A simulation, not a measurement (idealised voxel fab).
The following process module bears the name voxel transistor to metal.
FYI the section here is cut, 150 nm wide, cells are 5 nm squares.
We lay out every cross-section as a grid of square cells and spell it out in bands from the top down, where one band means one or more rows of cells.
Quick guide to a band line: top height, bottom height (nm) up front; then every material left to right with its width in nm. Only one material and it's marked "everywhere"? Then it fills the band edge to edge. And "empty" just means empty space.
For the purposes of this specification, 0 denotes the height below which the wafer in its as-received condition is composed wholly of one material, and the lowermost band, lacking a lower limit, extends downward without end, as expressed in "0 -> down".
The notation "30 to 40" denotes a width that varies across the rows of cells in the band, beginning at the first number in the top row, finishing at the second number in the bottom row, and changing by an identical amount from each row to the next.
Step marked "nothing changed"? Then no cell in the cross-section changed in it.
"Unvented cavities": sealed empty spaces, 8 cells or more, no open way to top, listed width x height at distance, with distance from the left edge and width, height and distance in nm.
On each step's line, the part that comes after the settings is the simulator's own comment on the step.
overlay nm: mask right of planned place by this much (step with mask). Neg. = left.
-- The process steps that were planned are listed below
| 1 | RECEIVE: material Si |
| 2 | OXIDIZE: depth nm 5 |
| 3 | CONFORMAL_DEP: material SiN, thk nm 15 |
| 4 | MASKED_ETCH: tone cover, mask id ACTIVE, width nm 105, etch materials SiN, depth nm 15, overlay nm 0 |
| 5 | MASKED_ETCH: tone cover, mask id ACTIVE, width nm 105, etch materials SiO2, depth nm 5, overlay nm 0 |
| 6 | MASKED_ETCH: tone cover, mask id ACTIVE, width nm 105, etch materials Si, depth nm 35, overlay nm 0 |
| 7 | FILL_DEP: material SiO2, thk nm 15 |
| 8 | CMP: height nm 15 |
| 9 | SELECTIVE_ETCH: etch materials SiO2, depth nm 15 |
| 10 | STRIP: etch materials SiN |
| 11 | SELECTIVE_ETCH: etch materials SiO2, depth nm 5 |
| 12 | OXIDIZE: depth nm 5 |
| 13 | DIRECTIONAL_DEP: material polySi, thk nm 25 |
| 14 | DIRECTIONAL_DEP: material SiCN, thk nm 15 |
| 15 | DIRECTIONAL_DEP: material aC, thk nm 10 |
| 16 | PATTERN: tone cover, mask id GATE, material resist, width nm 25, thk nm 30, overlay nm 0 |
| 17 | DIRECTIONAL_ETCH: etch materials aC, depth nm 10 |
| 18 | STRIP: etch materials resist |
| 19 | DIRECTIONAL_ETCH: etch materials SiCN, depth nm 25 |
| 20 | DIRECTIONAL_ETCH: etch materials polySi, depth nm 35 |
| 21 | STRIP: etch materials aC |
| 22 | CONFORMAL_DEP: material SiN, thk nm 5 |
| 23 | DIRECTIONAL_ETCH: etch materials SiN, depth nm 5 |
| 24 | DIRECTIONAL_ETCH: etch materials SiO2, depth nm 5 |
| 25 | DIRECTIONAL_ETCH: etch materials Si, depth nm 5 |
| 26 | EPI: material SiGe, thk nm 5 |
| 27 | FILL_DEP: material SiO2, thk nm 10 |
| 28 | CMP: height nm 20 |
| 29 | STRIP: etch materials polySi |
| 30 | SELECTIVE_ETCH: etch materials SiO2, depth nm 5 |
| 31 | CONFORMAL_DEP: material HfO2, thk nm 5 |
| 32 | CONFORMAL_DEP: material TiN, thk nm 5 |
| 33 | FILL_DEP: material W, thk nm 5 |
| 34 | CMP: height nm 15 |
| 35 | DIRECTIONAL_DEP: material SiO2, thk nm 10 |
| 36 | MASKED_ETCH: tone open, mask id CONTACT, width nm 15, pitch nm 80, etch materials SiO2, depth nm 35, overlay nm 0 |
| 37 | CONFORMAL_DEP: material TiN, thk nm 5 |
| 38 | FILL_DEP: material W, thk nm 10 |
| 39 | CMP: height nm 25 |
| 40 | DIRECTIONAL_DEP: material TiN, thk nm 5 |
| 41 | DIRECTIONAL_DEP: material W, thk nm 15 |
| 42 | PATTERN: tone cover, mask id METAL_1, material resist, width nm 15, pitch nm 80, thk nm 20, overlay nm 0 |
| 43 | DIRECTIONAL_ETCH: etch materials W, depth nm 15 |
| 44 | DIRECTIONAL_ETCH: etch materials TiN, depth nm 5 |
| 45 | STRIP: etch materials resist |
| 46 | FILL_DEP: material SiO2, thk nm 5 |
| 47 | CMP: height nm 45 |
| 48 | CONFORMAL_DEP: material SiN, thk nm 5 |
-- The cross-section here shows the wafer as received, i.e. in its state after step 1
* 0 -> down  Si everywhere
* Unvented cavities: none
-- First of two wafers at the end of the module, shown in cross-section; run carried out as planned
* 50 -> 45  SiN everywhere
* 45 -> 30  25 of SiO2; 15 of W; 65 of SiO2; 15 of W; 30 of SiO2
* 30 -> 25  25 of SiO2; 15 of TiN; 65 of SiO2; 15 of TiN; 30 of SiO2
* 25 -> 15  25 of SiO2; 5 of TiN; 5 of W; 5 of TiN; 65 of SiO2; 5 of TiN; 5 of W; 5 of TiN; 30 of SiO2
* 15 -> 0  25 of SiO2; 5 of TiN; 5 of W; 5 of TiN; 15 of SiO2; 5 of SiN; 5 of HfO2; 5 of TiN; 5 of W; 5 of TiN; 5 of HfO2; 5 of SiN; 15 of SiO2; 5 of TiN; 5 of W; 5 of TiN; 30 of SiO2
* 0 -> -5  25 of SiO2; 5 of TiN; 5 of W; 5 of TiN; 15 of SiO2; 5 of SiN; 5 of HfO2; 15 of TiN; 5 of HfO2; 5 of SiN; 15 of SiO2; 5 of TiN; 5 of W; 5 of TiN; 30 of SiO2
* -5 -> -10  25 of SiO2; 15 of TiN; 10 of SiO2; 5 of SiGe; 35 of HfO2; 5 of SiGe; 10 of SiO2; 15 of TiN; 30 of SiO2
* -10 -> -15  20 of SiO2; 35 of SiGe; 35 of Si; 35 of SiGe; 25 of SiO2
* -15 -> -40  20 of SiO2; 105 of Si; 25 of SiO2
* -40 -> down  Si everywhere
* Unvented cavities: none
-- End-of-module cross-section of the second wafer: identical starting point and process plan to the first, with one processing mistake
* 50 -> 45  SiN everywhere
* 45 -> 30  25 of SiO2; 15 of W; 65 of SiO2; 15 of W; 30 of SiO2
* 30 -> 25  25 of SiO2; 15 of TiN; 65 of SiO2; 15 of TiN; 30 of SiO2
* 25 -> 15  25 of SiO2; 5 of TiN; 5 of W; 5 of TiN; 65 of SiO2; 5 of TiN; 5 of W; 5 of TiN; 30 of SiO2
* 15 -> 0  25 of SiO2; 5 of TiN; 5 of W; 5 of TiN; 15 of SiO2; 5 of SiN; 5 of HfO2; 5 of TiN; 5 of W; 5 of TiN; 5 of HfO2; 5 of SiN; 15 of SiO2; 5 of TiN; 5 of W; 5 of TiN; 30 of SiO2
* 0 -> -5  25 of SiO2; 5 of TiN; 5 of W; 5 of TiN; 15 of SiO2; 5 of SiN; 5 of HfO2; 15 of TiN; 5 of HfO2; 5 of SiN; 15 of SiO2; 5 of TiN; 5 of W; 5 of TiN; 30 of SiO2
* -5 -> -10  25 of SiO2; 15 of TiN; 15 of SiO2; 35 of HfO2; 15 of SiO2; 15 of TiN; 30 of SiO2
* -10 -> -20  SiO2 everywhere
* -20 -> -40  20 of SiO2; 105 of Si; 25 of SiO2
* -40 -> down  Si everywhere
* Unvented cavities: none
Diagnosis: contrary to plan, step 12 was performed as OXIDIZE: depth nm 15
Final comparison by cell count, materials where the second wafer has more or fewer than the first: Si -28; SiGe -16; SiO2 +44
